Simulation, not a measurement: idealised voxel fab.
The name of this process module is voxel plated lines.
It is cross-section cut that appears here, measuring 275 nm in width, its square cells being 5 nm in size.
Each cross-section below is a grid of square cells, stated as bands in top-down order, with one or more rows of cells making up each band.
In this notation a band is specified by the heights of its top and bottom, in that order and in nm, after which its materials appear from left to right, each paired with its width in nm. The word "full width" attached to a single material means that material fills the band from edge to edge; the word "empty" stands for empty space.
Height is counted from the level 0, under which the received wafer is composed throughout of one material. The lowest of the bands is not closed at the bottom but continues downward, in the notation "from 0 down".
Width: "30..40" (first number = top row, second number = bottom row, same change from row to row of cells).
"all unchanged" -> step changed no cross-section cell.
Internal closed voids: empty space of 8 cells or more with no open way to the top, each as width x height at its distance from the left edge, in nm
Where a step's line continues beyond its settings, the continuation is a remark by the simulator itself on that step.
When a step includes a mask, the "overlay nm" setting on its line states how far to the right of its planned place that mask lay, and negative values state how far to the left.
**So here's the lineup of process steps we planned**
1: RECEIVE (material Si)
2: CONFORMAL_DEP (material Al2O3; thk nm 5)
3: DIRECTIONAL_DEP (material TiN; thk nm 5)
4: PATTERN (tone open; mask id LINES; material resist; width nm 30; pitch nm 45; thk nm 25; overlay nm -15)
5: EPI (material Ru; thk nm 10)
6: EPI (material Ru; thk nm 10)
7: STRIP (etch materials resist)
8: DIRECTIONAL_ETCH (etch materials TiN; depth nm 5)
9: CONFORMAL_DEP (material SiO2; thk nm 5)
Quick note for whoever runs this: the wafers start identical, but the overlay nm at step 4 isn't the same across them. The plan just shows what the first wafer had.
**As received, i.e. after step 1: cross-section through the first of several wafers**
- from 0 down  Si full width
- Internal closed voids: none
**The following table contains a row per wafer, in which are reported, at the conclusion of the module, the cells of each material gained (+) or lost (-) since the wafer's receipt, with its closed voids given thereafter**
overlay nm -15, +55 Al2O3, +48 Ru, +75 SiO2, +12 TiN, Internal closed voids: none
overlay nm -10, +55 Al2O3, +48 Ru, +75 SiO2, +12 TiN, Internal closed voids: none
overlay nm -5, +55 Al2O3, +48 Ru, +75 SiO2, +12 TiN, Internal closed voids: none
overlay nm 0, +55 Al2O3, +48 Ru, +75 SiO2, +12 TiN, Internal closed voids: none
overlay nm 5, +55 Al2O3, +48 Ru, +75 SiO2, +12 TiN, Internal closed voids: none
overlay nm 10, +55 Al2O3, +48 Ru, +75 SiO2, +12 TiN, Internal closed voids: none
overlay nm 15, +55 Al2O3, +48 Ru, +75 SiO2, +12 TiN, Internal closed voids: none
